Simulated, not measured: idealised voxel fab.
The document below concerns the process module designated voxel gate over fins.
Shown is cross-section cut, with a width of 215 nm and square cells of size 5 nm.
Cross-section spec: square-cell grid; bands listed top down; each band is one or more rows. Within each band entry, the heights of the top and of the bottom of the band appear first, in that order and in nm; the materials of the band then follow from left to right, each with its corresponding width in nm. The designation "edge to edge" on a single material indicates that it fills the band from edge to edge; the designation "air" indicates empty space. Zero point of the height axis is 0; under it, received wafer = one material. Lowest band: continues down indefinitely, "0..down". When a width is written as two numbers, as in "30 to 40", the first number is the width in the top row of cells of the band and the second is the width in its bottom row, and the width changes by the same amount from each row to the next. It should be understood that the words "everything unchanged", when stated for a given step, signify that the cross-section underwent no change in any of its cells during that step. Closed-off voids of 8+ cells (no open route to the top) go in "Completely sealed voids", written width x height at distance from the left edge, in nm. Past the settings on a step's line: simulator remark, on that step. overlay nm: step with mask; distance mask lay right of planned place; negative value = left of planned place.
Here's what the planned process steps look like:
1,RECEIVE with material Si
2,CONFORMAL_DEP with material SiN, thk nm 10
3,DIRECTIONAL_DEP with material aC, thk nm 10
4,PATTERN with tone cover, mask id FINS, material resist, width nm 15, pitch nm 35, thk nm 30, overlay nm 0
5,DIRECTIONAL_ETCH with etch materials aC, depth nm 10
6,STRIP with etch materials resist
7,DIRECTIONAL_ETCH with etch materials SiN, depth nm 10
8,DIRECTIONAL_ETCH with etch materials Si, depth nm 35
9,STRIP with etch materials aC
10,FILL_DEP with material SiO2, thk nm 15
11,CMP with height nm 10
12,SELECTIVE_ETCH with etch materials SiO2, depth nm 20
13,STRIP with etch materials SiN
14,CONFORMAL_DEP with material HfO2, thk nm 5
15,CONFORMAL_DEP with material TiN, thk nm 5
16,CONFORMAL_DEP with material TiAl, thk nm 5
17,CONFORMAL_DEP with material TiN, thk nm 5
18,FILL_DEP with material W, thk nm 10
19,CMP with height nm 25
20,CONFORMAL_DEP with material SiN, thk nm 10
As received (post step 1): cross-section:
> 0..down | Si edge to edge
> Completely sealed voids: none
Cross-section at module end, one run error; start and plan unchanged from above:
> 35..25 | SiN edge to edge
> 25..20 | W edge to edge
> 20..15 | 55 W / 90 TiN / 70 W
> 15..10 | 55 W / 5 TiN / 80 TiAl / 5 TiN / 70 W
> 10..5 | 60 TiN / 5 TiAl / 70 TiN / 5 TiAl / 75 TiN
> 5..0 | 65 TiAl / 5 TiN / 25 HfO2 / 10 TiN / 25 HfO2 / 5 TiN / 80 TiAl
> 0..-5 | 70 TiN / 5 HfO2 / 15 Si / 5 HfO2 / 10 TiN / 5 HfO2 / 15 Si / 5 HfO2 / 85 TiN
> -5..-10 | 75 HfO2 / 15 Si / 20 HfO2 / 15 Si / 90 HfO2
> -10..-35 | 75 SiO2 / 15 Si / 20 SiO2 / 15 Si / 90 SiO2
> -35..down | Si edge to edge
> Completely sealed voids: none
Here's what went sideways: step 4 off recipe, ran as PATTERN with tone cover, mask id FINS, material resist, width nm 15, pitch nm 35, thk nm 30, overlay nm -5
